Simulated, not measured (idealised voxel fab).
The document below concerns the process module designated voxel released beams.
This is section cut - it's 205 nm across, gridded in 5 nm square cells.
A cross-section in this document is a grid of square cells, and it is written down as bands, the top band listed before the ones below it; a band is made up of one or more rows of cells. For a band, the entry starts with two heights in nm, that of the top and then that of the bottom, and carries on with the band's materials in order from left to right, each alongside its width in nm; the word "all across" beside a single material means it fills the band edge to edge, and "blank" means empty space. Height 0 is the level under which the wafer as received is all one material. The lowest band goes on downwards, as in "0 and below". The width entry "30..40" should be interpreted row by row: the top row of cells in the band takes the first number, the bottom row takes the second number, and the change between adjacent rows is uniform throughout. Step marked "no modifications"? Then no cell in the cross-section changed in it. "Encapsulated voids" lists enclosed empty spaces (at least 8 cells, no open path upward to the top), each as width x height at distance from the left edge, in nm. Whatever follows a step's settings on its line is a remark the simulator itself makes about that step. The line of a step may include "overlay nm". On a step with a mask, this value is how far to the right of its planned place the mask lay. A negative value means the mask lay to the left.

Planned step list for the process
1) op RECEIVE | material Si
2) op CONFORMAL_DEP | material Al2O3 | thk nm 10
3) op DIRECTIONAL_DEP | material SiO2 | thk nm 5
4) op DIRECTIONAL_DEP | material aC | thk nm 10
5) op PATTERN | tone open | mask id ANCHOR | material resist | width nm 30 | thk nm 30 | overlay nm 0
6) op DIRECTIONAL_ETCH | etch materials aC | depth nm 10
7) op STRIP | etch materials resist
8) op DIRECTIONAL_ETCH | etch materials SiO2 | depth nm 15
9) op STRIP | etch materials aC
10) op CONFORMAL_DEP | material SiN | thk nm 10
11) op PATTERN | tone cover | mask id BEAM | material resist | width nm 100 | thk nm 20 | overlay nm 0
12) op DIRECTIONAL_ETCH | etch materials SiN | depth nm 10
13) op STRIP | etch materials resist
14) op STRIP | etch materials SiO2
Variable across wafers: step 3 thk nm (plan value is that of the first wafer; starting state common to all).

First wafer of several, as received: cross-section after step 1
  0 and below = Si all across
  Encapsulated voids: none

Quick look at the cross-section of the first of several wafers after step 14, which wraps up the module
  25 down to 20 = 50 of blank; 15 of SiN; 10 of blank; 75 of SiN; 55 of blank
  20 down to 10 = 50..55 of blank; 100..30 of SiN; 55..120 of blank
  10 down to 0 = Al2O3 all across
  0 and below = Si all across
  Encapsulated voids: none

Sectional view of the last wafer upon completion of the module
  10 down to 0 = Al2O3 all across
  0 and below = Si all across
  Encapsulated voids: none

Gained (+) or lost (-) cells of each material since receipt, then closed voids: one row per wafer, at the end of the module
thk nm 5 | +82 Al2O3 | +44 SiN | Encapsulated voids: none
thk nm 10 | +82 Al2O3 | +48 SiN | Encapsulated voids: none
thk nm 15 | +82 Al2O3 | +52 SiN | Encapsulated voids: none
thk nm 20 | +82 Al2O3 | Encapsulated voids: none
thk nm 25 | +82 Al2O3 | Encapsulated voids: none
thk nm 30 | +82 Al2O3 | Encapsulated voids: none
